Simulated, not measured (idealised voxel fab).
Process module, titled voxel quadruple lines
It is cross-section cut that appears here, measuring 245 nm in width, its square cells being 5 nm in size.
A cross-section is a grid of square cells, given in bands from the top down. A band is one or more rows of cells. It is stipulated that each band's entry specify, in nanometres, the height of the top of the band and then that of its bottom, followed by the materials of the band in left-to-right sequence, each together with its width in nanometres. A single material marked by the word "all across" is understood to fill the band from edge to edge; the word "blank" is understood to denote empty space. Height datum 0, below which the as-received substrate wafer is one material. Lowest band open at the bottom, running downward: "top 0, no bottom". With a width like "30->40", each row of cells in the band differs from the next by the same amount, the top row carrying the first number and the bottom row the second. Reading "remained unchanged" for a step: not a cell of the cross-section changed in it. "Cavities, closed" means: voids of 8 cells or more that are shut off from the top with no open way through. Written width x height at distance, distance from the left edge, in nm. Heads up: the bit after the settings on a step's line is the simulator's remark on that step. "overlay nm" on a masked step: distance the mask lay right of its planned place, negative for left.
### Below is the list of planned process steps
step 1: RECEIVE with material Si
step 2: CONFORMAL_DEP with material Al2O3, thk nm 5
step 3: DIRECTIONAL_DEP with material TiN, thk nm 10
step 4: DIRECTIONAL_DEP with material polySi, thk nm 20
step 5: DIRECTIONAL_DEP with material aC, thk nm 25
step 6: PATTERN with tone cover, mask id MANDREL, material resist, width nm 35, pitch nm 100, thk nm 30, overlay nm 0
step 7: DIRECTIONAL_ETCH with etch materials aC, depth nm 25
step 8: STRIP with etch materials resist
step 9: CONFORMAL_DEP with material SiO2, thk nm 15
step 10: DIRECTIONAL_ETCH with etch materials SiO2, depth nm 15
step 11: STRIP with etch materials aC
step 12: DIRECTIONAL_ETCH with etch materials polySi, depth nm 20
step 13: STRIP with etch materials SiO2
step 14: CONFORMAL_DEP with material SiCN, thk nm 5
step 15: DIRECTIONAL_ETCH with etch materials SiCN, depth nm 10
step 16: STRIP with etch materials polySi
step 17: DIRECTIONAL_ETCH with etch materials TiN, depth nm 10
step 18: STRIP with etch materials SiCN
What sets these wafers apart? The thk nm at step 14. They all start alike, and the plan carries the first wafer's value.
### Received wafers, first of several: cross-section after step 1
* top 0, no bottom | Si all across
* Cavities, closed: none
### Heads up, this table goes wafer by wafer. A row tells you, at the end of the module, how many cells of each material that wafer has put on (+) or dropped (-) since it was received, and then its closed voids
thk nm 5, +49 Al2O3, +16 TiN, Cavities, closed: none
thk nm 10, +49 Al2O3, +32 TiN, Cavities, closed: none
thk nm 15, +49 Al2O3, +98 TiN, +48 polySi, Cavities, closed: none
thk nm 20, +49 Al2O3, +98 TiN, +48 polySi, Cavities, closed: none
thk nm 25, +49 Al2O3, +98 TiN, +48 polySi, Cavities, closed: none
